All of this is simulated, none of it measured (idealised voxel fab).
This is a process module. Its name is voxel transistor to metal.
Section shown: cut. Width: 180 nm. Cell size: 5 nm, square.
Cross-section format: a grid of square cells, given as bands from top to bottom; each band is one or more rows of cells.
Look at the band entry: it leads with the top's height and the bottom's height in nm. Then it lists the materials left to right, with a width in nm for each. The word "all across" on a single material says that material fills the band edge to edge. The word "blank" is empty space.
Heads up on the height convention: 0 is the point under which the incoming wafer is all one material, and the lowest band has no bottom, it just keeps going down, like "0 down".
With a width like "30->40", each row of cells in the band differs from the next by the same amount, the top row carrying the first number and the bottom row the second.
"no change" means the step left every cell of the cross-section as it was.
Each empty space that has no open way to the top and spans at least 8 cells appears under "Sealed void inventory" as width x height at distance, the distance counted from the left edge, all in nm.
Note: text after step settings on the step line = simulator remark on that step.
overlay nm: where the mask lay relative to plan, measured to the right, on steps with a mask; negatives go left.
From here on the document is pairs. In a pair, the cross-section before one process step comes with the cross-section after it, and the latter goes no deeper than the lowest band that changed. What lies in between, the step and its settings, is written under the pair. A pair may be from a different run of this module on the same starting wafer than the pair above it, so it continues from that pair only where its entry headed "Pre-step cross-section" says so.
# Pre-step cross-section
- 140 to 120: 45 nm resist, 15 nm blank, 60 nm resist, 15 nm blank, 45 nm resist
- 120 to 90: 45 nm lowk, 15 nm blank, 60 nm lowk, 15 nm blank, 45 nm lowk
- 90 to 85: 45 nm SiCN, 15 nm blank, 60 nm SiCN, 15 nm blank, 45 nm SiCN
- 85 to 80: 40 nm SiCN, 25 nm Ru, 50 nm SiCN, 25 nm Ru, 40 nm SiCN
- 80 to 60: 45 nm lowk, 5 nm TiN, 5 nm Cu, 5 nm TiN, 60 nm lowk, 5 nm TiN, 5 nm Cu, 5 nm TiN, 45 nm lowk
- 60 to 55: 45 nm SiCN, 15 nm TiN, 60 nm SiCN, 15 nm TiN, 45 nm SiCN
- 55 to 45: 45 nm SiO2, 5 nm TiN, 20 nm W, 5 nm TiN, 30 nm SiO2, 5 nm TiN, 20 nm W, 5 nm TiN, 45 nm SiO2
- 45 to 40: 45 nm SiO2, 5 nm TiN, 10 nm W, 15 nm TiN, 30 nm SiO2, 15 nm TiN, 10 nm W, 5 nm TiN, 45 nm SiO2
- 40 to 30: 45 nm SiO2, 5 nm TiN, 10 nm W, 5 nm TiN, 10 nm SiN, 5 nm SiO2, 20 nm SiCN, 5 nm SiO2, 10 nm SiN, 5 nm TiN, 10 nm W, 5 nm TiN, 45 nm SiO2
- 30 to 5: 45 nm SiO2, 5 nm TiN, 10 nm W, 5 nm TiN, 10 nm SiN, 5 nm SiO2, 20 nm polySi, 5 nm SiO2, 10 nm SiN, 5 nm TiN, 10 nm W, 5 nm TiN, 45 nm SiO2
- 5 to 0: 45 nm SiO2, 20 nm TiN, 10 nm SiN, 5 nm SiO2, 20 nm polySi, 5 nm SiO2, 10 nm SiN, 20 nm TiN, 45 nm SiO2
- 0 to -5: 30 nm SiO2, 10 nm SiN, 5 nm SiO2, 20 nm SiGe, 50 nm SiO2, 20 nm SiGe, 5 nm SiO2, 10 nm SiN, 30 nm SiO2
- -5 to -10: 50 nm SiO2, 80 nm Si, 50 nm SiO2
- -10 to -35: 40 nm SiO2, 100 nm Si, 40 nm SiO2
- -35 down: Si all across
- Sealed void inventory: none
# Sectional View, Post-Process
- 120 to 90: 45 nm lowk, 15 nm blank, 60 nm lowk, 15 nm blank, 45 nm lowk
- At heights below 90, the structure remains unaltered.
- Sealed void inventory: none
Q: step between the cross-sections above? A: op STRIP | etch materials resist
Pre-step cross-section: see the after view in the pair directly above.
# Sectional View, Post-Process
- 125 to 120: 50 nm TiN, 5 nm blank, 70 nm TiN, 5 nm blank, 50 nm TiN
- 120 to 90: 45 nm lowk, 5 nm TiN, 5 nm blank, 5 nm TiN, 60 nm lowk, 5 nm TiN, 5 nm blank, 5 nm TiN, 45 nm lowk
- 90 to 85: 45 nm SiCN, 15 nm TiN, 60 nm SiCN, 15 nm TiN, 45 nm SiCN
- At heights below 85, the structure remains unaltered.
- Sealed void inventory: none
Q: step between the cross-sections above? A: op CONFORMAL_DEP | material TiN | thk nm 5
Pre-step cross-section: see the after view in the pair directly above.
# Sectional View, Post-Process
- 135 to 125: Cu all across
- 125 to 120: 50 nm TiN, 5 nm Cu, 70 nm TiN, 5 nm Cu, 50 nm TiN
- 120 to 90: 45 nm lowk, 5 nm TiN, 5 nm Cu, 5 nm TiN, 60 nm lowk, 5 nm TiN, 5 nm Cu, 5 nm TiN, 45 nm lowk
- At heights below 90, the structure remains unaltered.
- Sealed void inventory: none
Q: step between the cross-sections above? A: op FILL_DEP | material Cu | thk nm 10
Pre-step cross-section: see the after view in the pair directly above.
# Sectional View, Post-Process
- 120 to 90: 45 nm lowk, 5 nm TiN, 5 nm Cu, 5 nm TiN, 60 nm lowk, 5 nm TiN, 5 nm Cu, 5 nm TiN, 45 nm lowk
- At heights below 90, the structure remains unaltered.
- Sealed void inventory: none
Q: step between the cross-sections above? A: op CMP | height nm 120
Pre-step cross-section: see the after view in the pair directly above.
# Sectional View, Post-Process
- 125 to 120: SiCN all across
- At heights below 120, the structure remains unaltered.
- Sealed void inventory: none
Q: step between the cross-sections above? A: op CONFORMAL_DEP | material SiCN | thk nm 5
# Pre-step cross-section
- 90 to 85: SiCN all across
- 85 to 80: 40 nm SiCN, 25 nm Ru, 50 nm SiCN, 25 nm Ru, 40 nm SiCN
- 80 to 60: 45 nm lowk, 5 nm TiN, 5 nm Cu, 5 nm TiN, 60 nm lowk, 5 nm TiN, 5 nm Cu, 5 nm TiN, 45 nm lowk
- 60 to 55: 45 nm SiCN, 15 nm TiN, 60 nm SiCN, 15 nm TiN, 45 nm SiCN
- 55 to 45: 45 nm SiO2, 5 nm TiN, 20 nm W, 5 nm TiN, 30 nm SiO2, 5 nm TiN, 20 nm W, 5 nm TiN, 45 nm SiO2
- 45 to 40: 45 nm SiO2, 5 nm TiN, 10 nm W, 15 nm TiN, 30 nm SiO2, 15 nm TiN, 10 nm W, 5 nm TiN, 45 nm SiO2
- 40 to 25: 45 nm SiO2, 5 nm TiN, 10 nm W, 5 nm TiN, 10 nm SiN, 5 nm SiO2, 20 nm SiCN, 5 nm SiO2, 10 nm SiN, 5 nm TiN, 10 nm W, 5 nm TiN, 45 nm SiO2
- 25 to 0: 45 nm SiO2, 5 nm TiN, 10 nm W, 5 nm TiN, 10 nm SiN, 5 nm SiO2, 20 nm polySi, 5 nm SiO2, 10 nm SiN, 5 nm TiN, 10 nm W, 5 nm TiN, 45 nm SiO2
- 0 to -5: 45 nm SiO2, 20 nm TiN, 10 nm SiN, 5 nm SiO2, 20 nm polySi, 5 nm SiO2, 10 nm SiN, 20 nm TiN, 45 nm SiO2
- -5 to -10: 35 nm SiO2, 30 nm SiGe, 50 nm SiO2, 30 nm SiGe, 35 nm SiO2
- -10 to -35: 40 nm SiO2, 100 nm Si, 40 nm SiO2
- -35 down: Si all across
- Sealed void inventory: none
# Sectional View, Post-Process
- 115 to 90: lowk all across
- At heights below 90, the structure remains unaltered.
- Sealed void inventory: none
Q: step between the cross-sections above? A: op DIRECTIONAL_DEP | material lowk | thk nm 25
Pre-step cross-section: see the after view in the pair directly above.
# Sectional View, Post-Process
- 115 to 100: 45 nm lowk, 15 nm blank, 60 nm lowk, 15 nm blank, 45 nm lowk
- At heights below 100, the structure remains unaltered.
- Sealed void inventory: none
Q: step between the cross-sections above? A: op MASKED_ETCH | tone open | mask id METAL_2 | width nm 15 | pitch nm 75 | etch materials lowk | depth nm 15 | overlay nm 0
Pre-step cross-section: see the after view in the pair directly above.
# Sectional View, Post-Process
- 135 to 115: 45 nm resist, 15 nm blank, 60 nm resist, 15 nm blank, 45 nm resist
- At heights below 115, the structure remains unaltered.
- Sealed void inventory: none
Q: step between the cross-sections above? A: op PATTERN | tone open | mask id METAL_2_HOLES | material resist | width nm 15 | pitch nm 75 | thk nm 20 | overlay nm 0
Pre-step cross-section: see the after view in the pair directly above.
# Sectional View, Post-Process
- 135 to 115: 45 nm resist, 15 nm blank, 60 nm resist, 15 nm blank, 45 nm resist
- 115 to 90: 45 nm lowk, 15 nm blank, 60 nm lowk, 15 nm blank, 45 nm lowk
- At heights below 90, the structure remains unaltered.
- Sealed void inventory: none
Q: step between the cross-sections above? A: op DIRECTIONAL_ETCH | etch materials lowk | depth nm 15
Pre-step cross-section: see the after view in the pair directly above.
# Sectional View, Post-Process
- 135 to 115: 45 nm resist, 15 nm blank, 60 nm resist, 15 nm blank, 45 nm resist
- 115 to 90: 45 nm lowk, 15 nm blank, 60 nm lowk, 15 nm blank, 45 nm lowk
- 90 to 85: 45 nm SiCN, 15 nm blank, 60 nm SiCN, 15 nm blank, 45 nm SiCN
- At heights below 85, the structure remains unaltered.
- Sealed void inventory: none
Q: step between the cross-sections above? A: op DIRECTIONAL_ETCH | etch materials SiCN | depth nm 5
Pre-step cross-section: see the after view in the pair directly above.
# Sectional View, Post-Process
- 115 to 90: 45 nm lowk, 15 nm blank, 60 nm lowk, 15 nm blank, 45 nm lowk
- At heights below 90, the structure remains unaltered.
- Sealed void inventory: none
Q: step between the cross-sections above? A: op STRIP | etch materials resist
Pre-step cross-section: see the after view in the pair directly above.
# Sectional View, Post-Process
- 120 to 115: 50 nm TiN, 5 nm blank, 70 nm TiN, 5 nm blank, 50 nm TiN
- 115 to 90: 45 nm lowk, 5 nm TiN, 5 nm blank, 5 nm TiN, 60 nm lowk, 5 nm TiN, 5 nm blank, 5 nm TiN, 45 nm lowk
- 90 to 85: 45 nm SiCN, 15 nm TiN, 60 nm SiCN, 15 nm TiN, 45 nm SiCN
- At heights below 85, the structure remains unaltered.
- Sealed void inventory: none
Q: step between the cross-sections above? A: op CONFORMAL_DEP | material TiN | thk nm 5
Pre-step cross-section: see the after view in the pair directly above.
# Sectional View, Post-Process
- 130 to 120: Cu all across
- 120 to 115: 50 nm TiN, 5 nm Cu, 70 nm TiN, 5 nm Cu, 50 nm TiN
- 115 to 90: 45 nm lowk, 5 nm TiN, 5 nm Cu, 5 nm TiN, 60 nm lowk, 5 nm TiN, 5 nm Cu, 5 nm TiN, 45 nm lowk
- At heights below 90, the structure remains unaltered.
- Sealed void inventory: none
Q: step between the cross-sections above? A: op FILL_DEP | material Cu | thk nm 10
Pre-step cross-section: see the after view in the pair directly above.
# Sectional View, Post-Process
- 120 to 115: 50 nm TiN, 5 nm Cu, 70 nm TiN, 5 nm Cu, 50 nm TiN
- At heights below 115, the structure remains unaltered.
- Sealed void inventory: none
Q: step between the cross-sections above? A: op CMP | height nm 120
Pre-step cross-section: see the after view in the pair directly above.
# Sectional View, Post-Process
- 125 to 120: SiCN all across
- At heights below 120, the structure remains unaltered.
- Sealed void inventory: none
Q: step between the cross-sections above? A: op CONFORMAL_DEP | material SiCN | thk nm 5
# Pre-step cross-section
- 55 to 40: SiO2 all across
- 40 to 25: 65 nm SiO2, 10 nm SiN, 5 nm SiO2, 20 nm SiCN, 5 nm SiO2, 10 nm SiN, 65 nm SiO2
- 25 to -5: 65 nm SiO2, 10 nm SiN, 5 nm SiO2, 20 nm polySi, 5 nm SiO2, 10 nm SiN, 65 nm SiO2
- -5 to -10: 35 nm SiO2, 30 nm SiGe, 50 nm SiO2, 30 nm SiGe, 35 nm SiO2
- -10 to -35: 40 nm SiO2, 100 nm Si, 40 nm SiO2
- -35 down: Si all across
- Sealed void inventory: none
# Sectional View, Post-Process
- 55 to 40: 45 nm SiO2, 35 nm blank, 25 nm SiO2, 35 nm blank, 40 nm SiO2
- 40 to 25: 45 nm SiO2, 20 nm blank, 10 nm SiN, 5 nm blank, 20 nm SiCN, 5 nm SiO2, 10 nm SiN, 25 nm blank, 40 nm SiO2
- 25 to -5: 45 nm SiO2, 20 nm blank, 10 nm SiN, 5 nm blank, 20 nm polySi, 5 nm SiO2, 10 nm SiN, 25 nm blank, 40 nm SiO2
- At heights below -5, the structure remains unaltered.
- Sealed void inventory: none
Q: step between the cross-sections above? A: op MASKED_ETCH | tone open | mask id CONTACT | width nm 35 | pitch nm 60 | etch materials SiO2 | depth nm 60 | overlay nm 0
Pre-step cross-section: see the after view in the pair directly above.
# Sectional View, Post-Process
- 60 to 55: 50 nm TiN, 25 nm blank, 35 nm TiN, 25 nm blank, 45 nm TiN
- 55 to 45: 45 nm SiO2, 5 nm TiN, 25 nm blank, 5 nm TiN, 25 nm SiO2, 5 nm TiN, 25 nm blank, 5 nm TiN, 40 nm SiO2
- 45 to 40: 45 nm SiO2, 5 nm TiN, 10 nm blank, 20 nm TiN, 25 nm SiO2, 15 nm TiN, 15 nm blank, 5 nm TiN, 40 nm SiO2
- 40 to 25: 45 nm SiO2, 5 nm TiN, 10 nm blank, 5 nm TiN, 10 nm SiN, 5 nm TiN, 20 nm SiCN, 5 nm SiO2, 10 nm SiN, 5 nm TiN, 15 nm blank, 5 nm TiN, 40 nm SiO2
- 25 to 0: 45 nm SiO2, 5 nm TiN, 10 nm blank, 5 nm TiN, 10 nm SiN, 5 nm TiN, 20 nm polySi, 5 nm SiO2, 10 nm SiN, 5 nm TiN, 15 nm blank, 5 nm TiN, 40 nm SiO2
- 0 to -5: 45 nm SiO2, 20 nm TiN, 10 nm SiN, 5 nm TiN, 20 nm polySi, 5 nm SiO2, 10 nm SiN, 25 nm TiN, 40 nm SiO2
- At heights below -5, the structure remains unaltered.
- Sealed void inventory: none
Q: step between the cross-sections above? A: op CONFORMAL_DEP | material TiN | thk nm 5
Pre-step cross-section: see the after view in the pair directly above.
# Sectional View, Post-Process
- 70 to 60: W all across
- 60 to 55: 50 nm TiN, 25 nm W, 35 nm TiN, 25 nm W, 45 nm TiN
- 55 to 45: 45 nm SiO2, 5 nm TiN, 25 nm W, 5 nm TiN, 25 nm SiO2, 5 nm TiN, 25 nm W, 5 nm TiN, 40 nm SiO2
- 45 to 40: 45 nm SiO2, 5 nm TiN, 10 nm W, 20 nm TiN, 25 nm SiO2, 15 nm TiN, 15 nm W, 5 nm TiN, 40 nm SiO2
- 40 to 25: 45 nm SiO2, 5 nm TiN, 10 nm W, 5 nm TiN, 10 nm SiN, 5 nm TiN, 20 nm SiCN, 5 nm SiO2, 10 nm SiN, 5 nm TiN, 15 nm W, 5 nm TiN, 40 nm SiO2
- 25 to 0: 45 nm SiO2, 5 nm TiN, 10 nm W, 5 nm TiN, 10 nm SiN, 5 nm TiN, 20 nm polySi, 5 nm SiO2, 10 nm SiN, 5 nm TiN, 15 nm W, 5 nm TiN, 40 nm SiO2
- At heights below 0, the structure remains unaltered.
- Sealed void inventory: none
Q: step between the cross-sections above? A: op FILL_DEP | material W | thk nm 10
Pre-step cross-section: see the after view in the pair directly above.
# Sectional View, Post-Process
- 55 to 45: 45 nm SiO2, 5 nm TiN, 25 nm W, 5 nm TiN, 25 nm SiO2, 5 nm TiN, 25 nm W, 5 nm TiN, 40 nm SiO2
- At heights below 45, the structure remains unaltered.
- Sealed void inventory: none
Q: step between the cross-sections above? A: op CMP | height nm 55
Pre-step cross-section: see the after view in the pair directly above.
# Sectional View, Post-Process
- 60 to 55: SiCN all across
- At heights below 55, the structure remains unaltered.
- Sealed void inventory: none
Q: step between the cross-sections above? A: op CONFORMAL_DEP | material SiCN | thk nm 5
Pre-step cross-section: see the after view in the pair directly above.
# Sectional View, Post-Process
- 80 to 60: lowk all across
- At heights below 60, the structure remains unaltered.
- Sealed void inventory: none
Q: step between the cross-sections above? A: op DIRECTIONAL_DEP | material lowk | thk nm 20
Pre-step cross-section: see the after view in the pair directly above.
# Sectional View, Post-Process
- 80 to 60: 45 nm lowk, 15 nm blank, 60 nm lowk, 15 nm blank, 45 nm lowk
- At heights below 60, the structure remains unaltered.
- Sealed void inventory: none
Q: step between the cross-sections above? A: op MASKED_ETCH | tone open | mask id METAL_1 | width nm 15 | pitch nm 75 | etch materials lowk | depth nm 20 | overlay nm 0
Pre-step cross-section: see the after view in the pair directly above.
# Sectional View, Post-Process
- 80 to 60: 45 nm lowk, 15 nm blank, 60 nm lowk, 15 nm blank, 45 nm lowk
- 60 to 55: 45 nm SiCN, 15 nm blank, 60 nm SiCN, 15 nm blank, 45 nm SiCN
- At heights below 55, the structure remains unaltered.
- Sealed void inventory: none
Q: step between the cross-sections above? A: op MASKED_ETCH | tone open | mask id METAL_1 | width nm 15 | pitch nm 75 | etch materials SiCN | depth nm 5 | overlay nm 0
Pre-step cross-section: see the after view in the pair directly above.
# Sectional View, Post-Process
- 85 to 80: 50 nm TiN, 5 nm blank, 70 nm TiN, 5 nm blank, 50 nm TiN
- 80 to 60: 45 nm lowk, 5 nm TiN, 5 nm blank, 5 nm TiN, 60 nm lowk, 5 nm TiN, 5 nm blank, 5 nm TiN, 45 nm lowk
- 60 to 55: 45 nm SiCN, 15 nm TiN, 60 nm SiCN, 15 nm TiN, 45 nm SiCN
- At heights below 55, the structure remains unaltered.
- Sealed void inventory: none
Q: step between the cross-sections above? A: op CONFORMAL_DEP | material TiN | thk nm 5
Pre-step cross-section: see the after view in the pair directly above.
# Sectional View, Post-Process
- 90 to 85: Cu all across
- 85 to 80: 50 nm TiN, 5 nm Cu, 70 nm TiN, 5 nm Cu, 50 nm TiN
- 80 to 60: 45 nm lowk, 5 nm TiN, 5 nm Cu, 5 nm TiN, 60 nm lowk, 5 nm TiN, 5 nm Cu, 5 nm TiN, 45 nm lowk
- At heights below 60, the structure remains unaltered.
- Sealed void inventory: none
Q: step between the cross-sections above? A: op FILL_DEP | material Cu | thk nm 5
Pre-step cross-section: see the after view in the pair directly above.
# Sectional View, Post-Process
- 80 to 60: 45 nm lowk, 5 nm TiN, 5 nm Cu, 5 nm TiN, 60 nm lowk, 5 nm TiN, 5 nm Cu, 5 nm TiN, 45 nm lowk
- At heights below 60, the structure remains unaltered.
- Sealed void inventory: none
Q: step between the cross-sections above? A: op CMP | height nm 80
Pre-step cross-section: see the after view in the pair directly above.
# Sectional View, Post-Process
- 85 to 80: 40 nm blank, 25 nm Ru, 50 nm blank, 25 nm Ru, 40 nm blank
- At heights below 80, the structure remains unaltered.
- Sealed void inventory: none
Q: step between the cross-sections above? A: op EPI | material Ru | thk nm 5
Pre-step cross-section: see the after view in the pair directly above.
# Sectional View, Post-Process
- 90 to 85: SiCN all across
- 85 to 80: 40 nm SiCN, 25 nm Ru, 50 nm SiCN, 25 nm Ru, 40 nm SiCN
- At heights below 80, the structure remains unaltered.
- Sealed void inventory: none
Q: step between the cross-sections above? A: op FILL_DEP | material SiCN | thk nm 5
Pre-step cross-section: see the after view in the pair directly above.
# Sectional View, Post-Process
- 120 to 90: lowk all across
- At heights below 90, the structure remains unaltered.
- Sealed void inventory: none
Q: step between the cross-sections above? A: op DIRECTIONAL_DEP | material lowk | thk nm 30
Pre-step cross-section: see the after view in the pair directly above.
# Sectional View, Post-Process
- 120 to 105: 45 nm lowk, 15 nm blank, 60 nm lowk, 15 nm blank, 45 nm lowk
- At heights below 105, the structure remains unaltered.
- Sealed void inventory: none
Q: step between the cross-sections above? A: op MASKED_ETCH | tone open | mask id METAL_2 | width nm 15 | pitch nm 75 | etch materials lowk | depth nm 15 | overlay nm 0
Pre-step cross-section: see the after view in the pair directly above.
# Sectional View, Post-Process
- 140 to 120: 45 nm resist, 15 nm blank, 60 nm resist, 15 nm blank, 45 nm resist
- At heights below 120, the structure remains unaltered.
- Sealed void inventory: none
Q: step between the cross-sections above? A: op PATTERN | tone open | mask id METAL_2_HOLES | material resist | width nm 15 | pitch nm 75 | thk nm 20 | overlay nm 0
Pre-step cross-section: see the after view in the pair directly above.
# Sectional View, Post-Process
- 140 to 120: 45 nm resist, 15 nm blank, 60 nm resist, 15 nm blank, 45 nm resist
- 120 to 90: 45 nm lowk, 15 nm blank, 60 nm lowk, 15 nm blank, 45 nm lowk
- At heights below 90, the structure remains unaltered.
- Sealed void inventory: none
Q: step between the cross-sections above? A: op DIRECTIONAL_ETCH | etch materials lowk | depth nm 15
Pre-step cross-section: see the after view in the pair directly above.
# Sectional View, Post-Process
- 140 to 120: 45 nm resist, 15 nm blank, 60 nm resist, 15 nm blank, 45 nm resist
- 120 to 90: 45 nm lowk, 15 nm blank, 60 nm lowk, 15 nm blank, 45 nm lowk
- 90 to 85: 45 nm SiCN, 15 nm blank, 60 nm SiCN, 15 nm blank, 45 nm SiCN
- At heights below 85, the structure remains unaltered.
- Sealed void inventory: none
Q: step between the cross-sections above? A: op DIRECTIONAL_ETCH | etch materials SiCN | depth nm 5
Pre-step cross-section: see the after view in the pair directly above.
# Sectional View, Post-Process
- 120 to 90: 45 nm lowk, 15 nm blank, 60 nm lowk, 15 nm blank, 45 nm lowk
- At heights below 90, the structure remains unaltered.
- Sealed void inventory: none
Q: step between the cross-sections above? A: op STRIP | etch materials resist
Pre-step cross-section: see the after view in the pair directly above.
# Sectional View, Post-Process
- 125 to 120: 50 nm TiN, 5 nm blank, 70 nm TiN, 5 nm blank, 50 nm TiN
- 120 to 90: 45 nm lowk, 5 nm TiN, 5 nm blank, 5 nm TiN, 60 nm lowk, 5 nm TiN, 5 nm blank, 5 nm TiN, 45 nm lowk
- 90 to 85: 45 nm SiCN, 15 nm TiN, 60 nm SiCN, 15 nm TiN, 45 nm SiCN
- At heights below 85, the structure remains unaltered.
- Sealed void inventory: none
Q: step between the cross-sections above? A: op CONFORMAL_DEP | material TiN | thk nm 5
Pre-step cross-section: see the after view in the pair directly above.
# Sectional View, Post-Process
- 135 to 125: Cu all across
- 125 to 120: 50 nm TiN, 5 nm Cu, 70 nm TiN, 5 nm Cu, 50 nm TiN
- 120 to 90: 45 nm lowk, 5 nm TiN, 5 nm Cu, 5 nm TiN, 60 nm lowk, 5 nm TiN, 5 nm Cu, 5 nm TiN, 45 nm lowk
- At heights below 90, the structure remains unaltered.
- Sealed void inventory: none
Q: step between the cross-sections above? A: op FILL_DEP | material Cu | thk nm 10
Pre-step cross-section: see the after view in the pair directly above.
# Sectional View, Post-Process
- 120 to 90: 45 nm lowk, 5 nm TiN, 5 nm Cu, 5 nm TiN, 60 nm lowk, 5 nm TiN, 5 nm Cu, 5 nm TiN, 45 nm lowk
- At heights below 90, the structure remains unaltered.
- Sealed void inventory: none
Q: step between the cross-sections above? A: op CMP | height nm 120
Pre-step cross-section: see the after view in the pair directly above.
# Sectional View, Post-Process
- 125 to 120: SiCN all across
- At heights below 120, the structure remains unaltered.
- Sealed void inventory: none
Q: step between the cross-sections above? A: op CONFORMAL_DEP | material SiCN | thk nm 5
# Pre-step cross-section
- 25 to 15: aC all across
- 15 to 0: SiN all across
- 0 to -5: SiO2 all across
- -5 down: Si all across
- Sealed void inventory: none
# Sectional View, Post-Process
- 50 to 25: 50 nm blank, 100 nm resist, 30 nm blank
- At heights below 25, the structure remains unaltered.
- Sealed void inventory: none
Q: step between the cross-sections above? A: op PATTERN | tone cover | mask id ACTIVE | material resist | width nm 100 | thk nm 25 | overlay nm 10
Pre-step cross-section: see the after view in the pair directly above.
# Sectional View, Post-Process
- 40 to 25: 50 nm blank, 100 nm resist, 30 nm blank
- 25 to 15: 50 nm blank, 100 nm aC, 30 nm blank
- At heights below 15, the structure remains unaltered.
- Sealed void inventory: none
Q: step between the cross-sections above? A: op DIRECTIONAL_ETCH | etch materials aC | depth nm 10
Pre-step cross-section: see the after view in the pair directly above.
# Sectional View, Post-Process
- 25 to 15: 50 nm blank, 100 nm aC, 30 nm blank
- At heights below 15, the structure remains unaltered.
- Sealed void inventory: none
Q: step between the cross-sections above? A: op STRIP | etch materials resist
Pre-step cross-section: see the after view in the pair directly above.
# Sectional View, Post-Process
- 25 to 15: 50 nm blank, 100 nm aC, 30 nm blank
- 15 to 0: 50 nm blank, 100 nm SiN, 30 nm blank
- At heights below 0, the structure remains unaltered.
- Sealed void inventory: none
Q: step between the cross-sections above? A: op DIRECTIONAL_ETCH | etch materials SiN | depth nm 15
Pre-step cross-section: see the after view in the pair directly above.
# Sectional View, Post-Process
- 25 to 15: 50 nm blank, 100 nm aC, 30 nm blank
- 15 to 0: 50 nm blank, 100 nm SiN, 30 nm blank
- 0 to -5: 50 nm blank, 100 nm SiO2, 30 nm blank
- At heights below -5, the structure remains unaltered.
- Sealed void inventory: none
Q: step between the cross-sections above? A: op DIRECTIONAL_ETCH | etch materials SiO2 | depth nm 5
Pre-step cross-section: see the after view in the pair directly above.
# Sectional View, Post-Process
- 25 to 15: 50 nm blank, 100 nm aC, 30 nm blank
- 15 to 0: 50 nm blank, 100 nm SiN, 30 nm blank
- 0 to -5: 50 nm blank, 100 nm SiO2, 30 nm blank
- -5 to -35: 50 nm blank, 100 nm Si, 30 nm blank
- At heights below -35, the structure remains unaltered.
- Sealed void inventory: none
Q: step between the cross-sections above? A: op DIRECTIONAL_ETCH | etch materials Si | depth nm 30
Pre-step cross-section: see the after view in the pair directly above.
# Sectional View, Post-Process
- 15 to 0: 50 nm blank, 100 nm SiN, 30 nm blank
- At heights below 0, the structure remains unaltered.
- Sealed void inventory: none
Q: step between the cross-sections above? A: op STRIP | etch materials aC
Pre-step cross-section: see the after view in the pair directly above.
# Sectional View, Post-Process
- 20 to 15: SiO2 all across
- 15 to 0: 50 nm SiO2, 100 nm SiN, 30 nm SiO2
- 0 to -5: SiO2 all across
- -5 to -35: 50 nm SiO2, 100 nm Si, 30 nm SiO2
- At heights below -35, the structure remains unaltered.
- Sealed void inventory: none
Q: step between the cross-sections above? A: op FILL_DEP | material SiO2 | thk nm 5
Pre-step cross-section: see the after view in the pair directly above.
# Sectional View, Post-Process
- 15 to 0: 50 nm SiO2, 100 nm SiN, 30 nm SiO2
- At heights below 0, the structure remains unaltered.
- Sealed void inventory: none
Q: step between the cross-sections above? A: op CMP | height nm 15
Pre-step cross-section: see the after view in the pair directly above.
# Sectional View, Post-Process
- 15 to 0: 50 nm blank, 100 nm SiN, 30 nm blank
- At heights below 0, the structure remains unaltered.
- Sealed void inventory: none
Q: step between the cross-sections above? A: op SELECTIVE_ETCH | etch materials SiO2 | depth nm 15
Pre-step cross-section: see the after view in the pair directly above.
# Sectional View, Post-Process
- 0 to -5: SiO2 all across
- At heights below -5, the structure remains unaltered.
- Sealed void inventory: none
Q: step between the cross-sections above? A: op STRIP | etch materials SiN
Pre-step cross-section: see the after view in the pair directly above.
# Sectional View, Post-Process
- -5 to -35: 50 nm SiO2, 100 nm Si, 30 nm SiO2
- At heights below -35, the structure remains unaltered.
- Sealed void inventory: none
Q: step between the cross-sections above? A: op SELECTIVE_ETCH | etch materials SiO2 | depth nm 5
Pre-step cross-section: see the after view in the pair directly above.
# Sectional View, Post-Process
- -5 to -10: SiO2 all across
- At heights below -10, the structure remains unaltered.
- Sealed void inventory: none
Q: step between the cross-sections above? A: op OXIDIZE | depth nm 5
Pre-step cross-section: see the after view in the pair directly above.
# Sectional View, Post-Process
- 25 to -5: polySi all across
- At heights below -5, the structure remains unaltered.
- Sealed void inventory: none
Q: step between the cross-sections above? A: op DIRECTIONAL_DEP | material polySi | thk nm 30
Pre-step cross-section: see the after view in the pair directly above.
# Sectional View, Post-Process
- 40 to 25: SiCN all across
- At heights below 25, the structure remains unaltered.
- Sealed void inventory: none
Q: step between the cross-sections above? A: op DIRECTIONAL_DEP | material SiCN | thk nm 15
Pre-step cross-section: see the after view in the pair directly above.
# Sectional View, Post-Process
- 60 to 40: 80 nm blank, 20 nm resist, 80 nm blank
- At heights below 40, the structure remains unaltered.
- Sealed void inventory: none
Q: step between the cross-sections above? A: op PATTERN | tone cover | mask id GATE | material resist | width nm 20 | thk nm 20 | overlay nm 0
Pre-step cross-section: see the after view in the pair directly above.
# Sectional View, Post-Process
- 60 to 40: 80 nm blank, 20 nm resist, 80 nm blank
- 40 to 25: 80 nm blank, 20 nm SiCN, 80 nm blank
- At heights below 25, the structure remains unaltered.
- Sealed void inventory: none
Q: step between the cross-sections above? A: op DIRECTIONAL_ETCH | etch materials SiCN | depth nm 25
Pre-step cross-section: see the after view in the pair directly above.
# Sectional View, Post-Process
- 60 to 40: 80 nm blank, 20 nm resist, 80 nm blank
- 40 to 25: 80 nm blank, 20 nm SiCN, 80 nm blank
- 25 to -5: 80 nm blank, 20 nm polySi, 80 nm blank
- At heights below -5, the structure remains unaltered.
- Sealed void inventory: none
Q: step between the cross-sections above? A: op DIRECTIONAL_ETCH | etch materials polySi | depth nm 40
Pre-step cross-section: see the after view in the pair directly above.
# Sectional View, Post-Process
- 40 to 25: 80 nm blank, 20 nm SiCN, 80 nm blank
- At heights below 25, the structure remains unaltered.
- Sealed void inventory: none
Q: step between the cross-sections above? A: op STRIP | etch materials resist
Pre-step cross-section: see the after view in the pair directly above.
# Sectional View, Post-Process
- 45 to 40: 75 nm blank, 30 nm SiO2, 75 nm blank
- 40 to 25: 75 nm blank, 5 nm SiO2, 20 nm SiCN, 5 nm SiO2, 75 nm blank
- 25 to 0: 75 nm blank, 5 nm SiO2, 20 nm polySi, 5 nm SiO2, 75 nm blank
- 0 to -5: 80 nm SiO2, 20 nm polySi, 80 nm SiO2
- At heights below -5, the structure remains unaltered.
- Sealed void inventory: none
Q: step between the cross-sections above? A: op CONFORMAL_DEP | material SiO2 | thk nm 5
Pre-step cross-section: see the after view in the pair directly above.
# Sectional View, Post-Process
- 40 to 25: 75 nm blank, 5 nm SiO2, 20 nm SiCN, 5 nm SiO2, 75 nm blank
- 25 to -5: 75 nm blank, 5 nm SiO2, 20 nm polySi, 5 nm SiO2, 75 nm blank
- At heights below -5, the structure remains unaltered.
- Sealed void inventory: none
Q: step between the cross-sections above? A: op DIRECTIONAL_ETCH | etch materials SiO2 | depth nm 5
Pre-step cross-section: see the after view in the pair directly above.
# Sectional View, Post-Process
- 50 to 40: 65 nm blank, 50 nm SiN, 65 nm blank
- 40 to 25: 65 nm blank, 10 nm SiN, 5 nm SiO2, 20 nm SiCN, 5 nm SiO2, 10 nm SiN, 65 nm blank
- 25 to 5: 65 nm blank, 10 nm SiN, 5 nm SiO2, 20 nm polySi, 5 nm SiO2, 10 nm SiN, 65 nm blank
- 5 to -5: 75 nm SiN, 5 nm SiO2, 20 nm polySi, 5 nm SiO2, 75 nm SiN
- At heights below -5, the structure remains unaltered.
- Sealed void inventory: none
Q: step between the cross-sections above? A: op CONFORMAL_DEP | material SiN | thk nm 10
